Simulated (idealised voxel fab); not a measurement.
process module | voxel trench capacitor
The figure presents cross-section cut, which has a width of 230 nm and is divided into square cells with an edge length of 5 nm.
When this document writes out a cross-section, it uses a grid of square cells and lists it as bands, beginning at the top and moving down, with a band standing for one or more rows of cells.
In this notation a band is specified by the heights of its top and bottom, in that order and in nm, after which its materials appear from left to right, each paired with its width in nm. The word "throughout" attached to a single material means that material fills the band from edge to edge; the word "blank" stands for empty space.
Measure heights from 0. That's the level where, below it, the as-received wafer is all one material. The lowest band is bottomless and extends downward; write it as in "0 nm and below".
So if you see something like "30..40" for the width, read it as the top row of the band sitting at the first number and the bottom row at the second, with every row in between moving by the same amount as the last.
The designation "nothing got changed", where it is given for a processing step, indicates that no cell of the cross-section was altered in the course of that step.
So "Sealed internal cavities" is basically the list of trapped voids: any empty space of 8 cells or more that can't reach the top through an opening. They're written width x height at distance, the distance being from the left edge, and it's all nm.
Formally, on a step line, whatever follows the settings is a remark that the simulator itself makes on the step.
overlay nm: where the mask lay relative to plan, measured to the right, on steps with a mask; negatives go left.

So here's the lineup of process steps we planned:
1. op RECEIVE | material Si
2. op CONFORMAL_DEP | material SiN | thk nm 10
3. op MASKED_ETCH | tone open | mask id TRENCH | width nm 20 | pitch nm 45 | etch materials SiN | depth nm 10 | overlay nm 0
4. op MASKED_ETCH | tone open | mask id TRENCH | width nm 15 | pitch nm 45 | etch materials Si | depth nm 25 | overlay nm 0
5. op CONFORMAL_DEP | material SiO2 | thk nm 5
6. op FILL_DEP | material polySi | thk nm 10
7. op CMP | height nm 10
It is noted that the wafers described herein are identical at the outset and are distinguished by the width nm of step 4; the value stated in the plan corresponds to the first wafer.

Cross-section of the first of several received wafers, showing its state after step 1:
> 0 nm and below: Si throughout
> Sealed internal cavities: none

Cross-section after step 7, the final step of the module, for the first of several wafers:
> 10 nm to 0 nm: SiN (60) / SiO2 (5..10) / polySi (10..5) / SiO2 (5) / SiN (25) / SiO2 (5..10) / polySi (10..5) / SiO2 (5) / SiN (25) / SiO2 (5..10) / polySi (10..5) / SiO2 (5) / SiN (60)
> 0 nm to -20 nm: Si (65) / SiO2 (5) / polySi (5) / SiO2 (5) / Si (30) / SiO2 (5) / polySi (5) / SiO2 (5) / Si (30) / SiO2 (5) / polySi (5) / SiO2 (5) / Si (60)
> -20 nm to -25 nm: Si (65) / SiO2 (15) / Si (30) / SiO2 (15) / Si (30) / SiO2 (15) / Si (60)
> -25 nm and below: Si throughout
> Sealed internal cavities: none

At the end of the module, the last of several wafers in cross-section:
> 10 nm to 0 nm: SiN (60) / SiO2 (5) / polySi (10) / SiO2 (5) / SiN (25) / SiO2 (5) / polySi (10) / SiO2 (5) / SiN (25) / SiO2 (5) / polySi (10) / SiO2 (5) / SiN (60)
> 0 nm to -20 nm: Si (60) / SiO2 (5) / polySi (10) / SiO2 (5) / Si (25) / SiO2 (5) / polySi (10) / SiO2 (5) / Si (25) / SiO2 (5) / polySi (10) / SiO2 (5) / Si (60)
> -20 nm to -25 nm: Si (60) / SiO2 (20) / Si (25) / SiO2 (20) / Si (25) / SiO2 (20) / Si (60)
> -25 nm and below: Si throughout
> Sealed internal cavities: none

So in this table every wafer gets its own row, and what you see is where it stands at the end of the module: for each material, how many cells it picked up (+) or gave up (-) since we received it, and after that its closed voids:
width nm 15, -45 Si, +68 SiN, +48 SiO2, +21 polySi, Sealed internal cavities: none
width nm 20, -60 Si, +68 SiN, +48 SiO2, +36 polySi, Sealed internal cavities: none
width nm 25, -60 Si, +68 SiN, +48 SiO2, +36 polySi, Sealed internal cavities: none
width nm 30, -60 Si, +68 SiN, +48 SiO2, +36 polySi, Sealed internal cavities: none
